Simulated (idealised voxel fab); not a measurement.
You're looking at the process module voxel transistor to metal.
It is cross-section cut that appears here, measuring 290 nm in width, its square cells being 5 nm in size.
The cross-sections in this document take the form of a grid made of square cells. They are written out as bands, in order from top to bottom. Each band consists of one or more rows of cells.
Band: top height; bottom height; in nm. Then, left to right: material with width in nm, for each material. "full width": a single material spanning edge to edge. "blank": empty space.
Zero point of the height axis is 0; under it, received wafer = one material. Lowest band: continues down indefinitely, "z 0 and below".
So if you see something like "30..40" for the width, read it as the top row of the band sitting at the first number and the bottom row at the second, with every row in between moving by the same amount as the last.
What does "no change occurred" mean for a step? It means no cell of the cross-section changed in that step.
What "Sealed voids" gives you is every empty space of 8 cells or more that is cut off from the top. Each appears as width x height at distance, with the distance taken from the left edge and width, height and distance all in nm.
Where a step's line continues beyond its settings, the continuation is a remark by the simulator itself on that step.
The line of a step may include "overlay nm". On a step with a mask, this value is how far to the right of its planned place the mask lay. A negative value means the mask lay to the left.

Steps planned for the process
1,RECEIVE with material Si
2,CONFORMAL_DEP with material SiO2, thk nm 5
3,CONFORMAL_DEP with material SiN, thk nm 15
4,DIRECTIONAL_DEP with material aC, thk nm 10
5,PATTERN with tone cover, mask id ACTIVE, material resist, width nm 105, pitch nm 135, thk nm 30, overlay nm 0
6,DIRECTIONAL_ETCH with etch materials aC, depth nm 10
7,STRIP with etch materials resist
8,DIRECTIONAL_ETCH with etch materials SiN, depth nm 15
9,DIRECTIONAL_ETCH with etch materials SiO2, depth nm 5
10,DIRECTIONAL_ETCH with etch materials Si, depth nm 35
11,STRIP with etch materials aC
12,OXIDIZE with depth nm 5
13,FILL_DEP with material SiO2, thk nm 15
14,CMP with height nm 20
15,SELECTIVE_ETCH with etch materials SiO2, depth nm 10
16,STRIP with etch materials SiN
17,SELECTIVE_ETCH with etch materials SiO2, depth nm 5
18,OXIDIZE with depth nm 5
19,DIRECTIONAL_DEP with material polySi, thk nm 25
20,DIRECTIONAL_DEP with material SiCN, thk nm 10
21,MASKED_ETCH with tone cover, mask id GATE, width nm 25, pitch nm 135, etch materials SiCN, depth nm 20, overlay nm 0
22,MASKED_ETCH with tone cover, mask id GATE, width nm 25, pitch nm 135, etch materials polySi, depth nm 35, overlay nm 0
23,CONFORMAL_DEP with material SiO2, thk nm 5
24,DIRECTIONAL_ETCH with etch materials SiO2, depth nm 5
25,CONFORMAL_DEP with material SiN, thk nm 10
26,DIRECTIONAL_ETCH with etch materials SiN, depth nm 10
27,DIRECTIONAL_ETCH with etch materials SiO2, depth nm 5
28,DIRECTIONAL_ETCH with etch materials Si, depth nm 10
29,EPI with material pSi, thk nm 15
30,FILL_DEP with material SiO2, thk nm 10
31,CMP with height nm 25
32,STRIP with etch materials polySi
33,SELECTIVE_ETCH with etch materials SiO2, depth nm 5
34,CONFORMAL_DEP with material HfO2, thk nm 5
35,CONFORMAL_DEP with material TiN, thk nm 5
36,FILL_DEP with material W, thk nm 10
37,CMP with height nm 20
38,DIRECTIONAL_DEP with material SiO2, thk nm 10
39,DIRECTIONAL_DEP with material aC, thk nm 15
40,PATTERN with tone open, mask id CONTACT, material resist, width nm 20, thk nm 35, overlay nm 0
41,DIRECTIONAL_ETCH with etch materials aC, depth nm 15
42,STRIP with etch materials resist
43,DIRECTIONAL_ETCH with etch materials SiO2, depth nm 20
44,STRIP with etch materials aC
45,CONFORMAL_DEP with material TiN, thk nm 5
46,FILL_DEP with material Ru, thk nm 5
47,CMP with height nm 30
48,DIRECTIONAL_DEP with material TiN, thk nm 5
49,DIRECTIONAL_DEP with material W, thk nm 20
50,DIRECTIONAL_DEP with material aC, thk nm 10
51,PATTERN with tone cover, mask id METAL_1, material resist, width nm 20, thk nm 25, overlay nm 0
52,DIRECTIONAL_ETCH with etch materials aC, depth nm 10
53,STRIP with etch materials resist
54,DIRECTIONAL_ETCH with etch materials W, depth nm 20
55,DIRECTIONAL_ETCH with etch materials TiN, depth nm 5
56,STRIP with etch materials aC
57,FILL_DEP with material lowk, thk nm 10
58,CMP with height nm 55
59,CONFORMAL_DEP with material SiCN, thk nm 5
60,DIRECTIONAL_DEP with material SiO2, thk nm 35
61,MASKED_ETCH with tone open, mask id METAL_2_HOLES, width nm 15, pitch nm 135, etch materials SiO2, depth nm 35, overlay nm 0
62,DIRECTIONAL_DEP with material aC, thk nm 10
63,PATTERN with tone open, mask id METAL_2, material resist, width nm 20, pitch nm 135, thk nm 25, overlay nm 0
64,DIRECTIONAL_ETCH with etch materials aC, depth nm 10
65,STRIP with etch materials resist
66,DIRECTIONAL_ETCH with etch materials SiO2, depth nm 20
67,DIRECTIONAL_ETCH with etch materials SiCN, depth nm 5
68,STRIP with etch materials aC
69,CONFORMAL_DEP with material TiN, thk nm 5
70,FILL_DEP with material Cu, thk nm 10
71,CMP with height nm 95
72,CONFORMAL_DEP with material SiN, thk nm 5

The cross-section here shows the wafer as received, i.e. in its state after step 1
  z 0 and below: Si full width
  Sealed voids: none

Cross-section at module end, one run error; start and plan unchanged from above
  z 100 to 95: SiN full width
  z 95 to 80: SiO2=30 | TiN=5 | Cu=10 | TiN=5 | SiO2=115 | TiN=5 | Cu=10 | TiN=5 | SiO2=105
  z 80 to 75: SiO2=30 | TiN=5 | Cu=5 | TiN=10 | SiO2=115 | TiN=5 | Cu=5 | TiN=10 | SiO2=105
  z 75 to 60: SiO2=30 | TiN=5 | Cu=5 | TiN=5 | SiO2=120 | TiN=5 | Cu=5 | TiN=5 | SiO2=110
  z 60 to 55: SiCN=30 | TiN=15 | SiCN=120 | TiN=15 | SiCN=110
  z 55 to 35: lowk=30 | W=20 | lowk=55 | W=20 | lowk=40 | W=20 | lowk=55 | W=20 | lowk=30
  z 35 to 30: lowk=30 | TiN=20 | lowk=55 | TiN=20 | lowk=40 | TiN=20 | lowk=55 | TiN=20 | lowk=30
  z 30 to 20: SiO2=30 | TiN=5 | Ru=10 | TiN=5 | SiO2=55 | TiN=5 | Ru=10 | TiN=5 | SiO2=40 | TiN=5 | Ru=10 | TiN=5 | SiO2=55 | TiN=5 | Ru=10 | TiN=5 | SiO2=30
  z 20 to 15: SiO2=30 | TiN=5 | Ru=10 | TiN=5 | SiN=10 | HfO2=5 | TiN=5 | W=15 | TiN=5 | HfO2=5 | SiN=10 | TiN=5 | Ru=10 | TiN=5 | SiO2=40 | TiN=5 | Ru=10 | TiN=5 | SiN=10 | HfO2=5 | TiN=5 | W=15 | TiN=5 | HfO2=5 | SiN=10 | TiN=5 | Ru=10 | TiN=5 | SiO2=30
  z 15 to 10: SiO2=30 | TiN=20 | SiN=10 | HfO2=5 | TiN=5 | W=15 | TiN=5 | HfO2=5 | SiN=10 | TiN=20 | SiO2=40 | TiN=20 | SiN=10 | HfO2=5 | TiN=5 | W=15 | TiN=5 | HfO2=5 | SiN=10 | TiN=20 | SiO2=30
  z 10 to 5: SiO2=50 | SiN=10 | HfO2=5 | TiN=5 | W=15 | TiN=5 | HfO2=5 | SiN=10 | SiO2=80 | SiN=10 | HfO2=5 | TiN=5 | W=15 | TiN=5 | HfO2=5 | SiN=10 | SiO2=50
  z 5 to 0: SiO2=25 | SiN=10 | SiO2=15 | SiN=10 | HfO2=5 | TiN=25 | HfO2=5 | SiN=10 | SiO2=15 | SiN=10 | SiO2=30 | SiN=10 | SiO2=15 | SiN=10 | HfO2=5 | TiN=25 | HfO2=5 | SiN=10 | SiO2=15 | SiN=10 | SiO2=25
  z 0 to -5: SiO2=60 | HfO2=35 | SiO2=100 | HfO2=35 | SiO2=60
  z -5 to -10: SiO2 full width
  z -10 to -40: SiO2=30 | Si=95 | SiO2=40 | Si=95 | SiO2=30
  z -40 and below: Si full width
  Sealed voids: none
Want to know what went wrong? it should be noted that step 18 was executed with settings other than those planned, the operation and settings actually applied being OXIDIZE with depth nm 10
